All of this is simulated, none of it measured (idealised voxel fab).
process module | voxel spacer lines
cross-section cut | 275 nm wide | cells 5 nm
A cross-section is a grid of square cells, given in bands from the top down. A band is one or more rows of cells.
Each band's line starts with the height of the band's top and of its bottom, in nm. Then come its materials from left to right, each with its width in nm. One material with "throughout" fills the band from edge to edge. "air" is empty space.
Height 0 is the level under which the wafer as received is all one material. The lowest band goes on downwards, as in "0 down".
A width such as "30 to 40" changes by the same amount from each row of cells to the next, from the band's top row to its bottom row.
"no change" after a step means that no cell of the cross-section changed.
closed voids: empty space of 8 cells or more with no open way to the top, each as width x height at its distance from the left edge, in nm
after a step's settings: what the simulator itself notes on the step
overlay nm, on a step with a mask: how far to the right of its planned place the mask lay; to the left if negative
plan
1 op RECEIVE | material Si
2 op CONFORMAL_DEP | material SiO2 | thk nm 5
3 op DIRECTIONAL_DEP | material TiN | thk nm 20
4 op DIRECTIONAL_DEP | material polySi | thk nm 30
5 op PATTERN | tone cover | mask id MANDREL | material resist | width nm 15 | pitch nm 60 | thk nm 40 | overlay nm 0
6 op DIRECTIONAL_ETCH | etch materials polySi | depth nm 30
7 op STRIP | etch materials resist
8 op CONFORMAL_DEP | material SiN | thk nm 15
9 op DIRECTIONAL_ETCH | etch materials SiN | depth nm 15
10 op STRIP | etch materials polySi
11 op DIRECTIONAL_ETCH | etch materials TiN | depth nm 20
12 op STRIP | etch materials SiN
as received, after step 1
  0 down: Si throughout
  closed voids: none
first wafer at the end, as planned
  25 to 5: air 55 | TiN 15 | air 15 | TiN 15 | air 15 | TiN 15 | air 15 | TiN 15 | air 15 | TiN 15 | air 15 | TiN 15 | air 55
  5 to 0: SiO2 throughout
  0 down: Si throughout
  closed voids: none
second wafer at the end: like start, like plan, one mistake
  25 to 5: air 55 | TiN 15 | air 20 | TiN 15 | air 10 | TiN 15 | air 20 | TiN 15 | air 10 | TiN 15 | air 20 | TiN 15 | air 50
  5 to 0: SiO2 throughout
  0 down: Si throughout
  closed voids: none
what went wrong: step 5 ran as: op PATTERN | tone cover | mask id MANDREL | material resist | width nm 20 | pitch nm 60 | thk nm 40 | overlay nm 0
at the end the second wafer has, in cells: as many of each material as the first, in other places
